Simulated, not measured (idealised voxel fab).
You're looking at the process module voxel fin reveal.
Cross-section cut spans 280 nm and uses square cells 5 nm in size.
A cross-section in this document is a grid of square cells, and it is written down as bands, the top band listed before the ones below it; a band is made up of one or more rows of cells. It is stipulated that each band's entry specify, in nanometres, the height of the top of the band and then that of its bottom, followed by the materials of the band in left-to-right sequence, each together with its width in nanometres. A single material marked by the word "everywhere" is understood to fill the band from edge to edge; the word "air" is understood to denote empty space. Heights are expressed relative to 0, this being the level below which the as-received wafer comprises one material exclusively. The lowest band is unbounded in the downward direction and is denoted as in "top 0, no bottom". A two-number width, for instance "30 to 40", indicates that the width is equal to the first number in the top row of the band and to the second number in the bottom row, and that it changes by a constant amount per row of cells. Step marked "left unchanged"? Then no cell in the cross-section changed in it. So "Tabulated closed voids" is basically the list of trapped voids: any empty space of 8 cells or more that can't reach the top through an opening. They're written width x height at distance, the distance being from the left edge, and it's all nm. That trailing text on a step's line, after the settings, is the simulator's own remark on the step. If you see "overlay nm" on a step's line and that step has a mask, it's telling you how far right of where it was planned the mask ended up; a negative number means it went left instead.

## Below is the list of planned process steps
1) RECEIVE: material Si
2) CONFORMAL_DEP: material SiN, thk nm 5
3) DIRECTIONAL_DEP: material aC, thk nm 15
4) PATTERN: tone cover, mask id FINS, material resist, width nm 15, pitch nm 40, thk nm 30, overlay nm -15
5) DIRECTIONAL_ETCH: etch materials aC, depth nm 15
6) STRIP: etch materials resist
7) DIRECTIONAL_ETCH: etch materials SiN, depth nm 5
8) DIRECTIONAL_ETCH: etch materials Si, depth nm 40
9) STRIP: etch materials aC
10) FILL_DEP: material SiO2, thk nm 5
11) CMP: height nm 5
12) SELECTIVE_ETCH: etch materials SiO2, depth nm 35
13) STRIP: etch materials SiN
Among the wafers covered here, the point of difference is the overlay nm at step 4; their starting state is shared, and the plan presents the value of the first wafer.

## Here's the first of the wafers in cross-section, just as we got it, i.e. after step 1
> top 0, no bottom: Si everywhere
> Tabulated closed voids: none

## Each row below is a wafer at the end of the module, listing for every material the number of cells it has gained (+) or lost (-) since it was received, followed by its closed voids
overlay nm -15; -352 Si; +88 SiO2; Tabulated closed voids: none
overlay nm -10; -352 Si; +88 SiO2; Tabulated closed voids: none
overlay nm -5; -352 Si; +88 SiO2; Tabulated closed voids: none
overlay nm 0; -352 Si; +88 SiO2; Tabulated closed voids: none
overlay nm 5; -352 Si; +88 SiO2; Tabulated closed voids: none
overlay nm 10; -352 Si; +88 SiO2; Tabulated closed voids: none
overlay nm 15; -352 Si; +88 SiO2; Tabulated closed voids: none
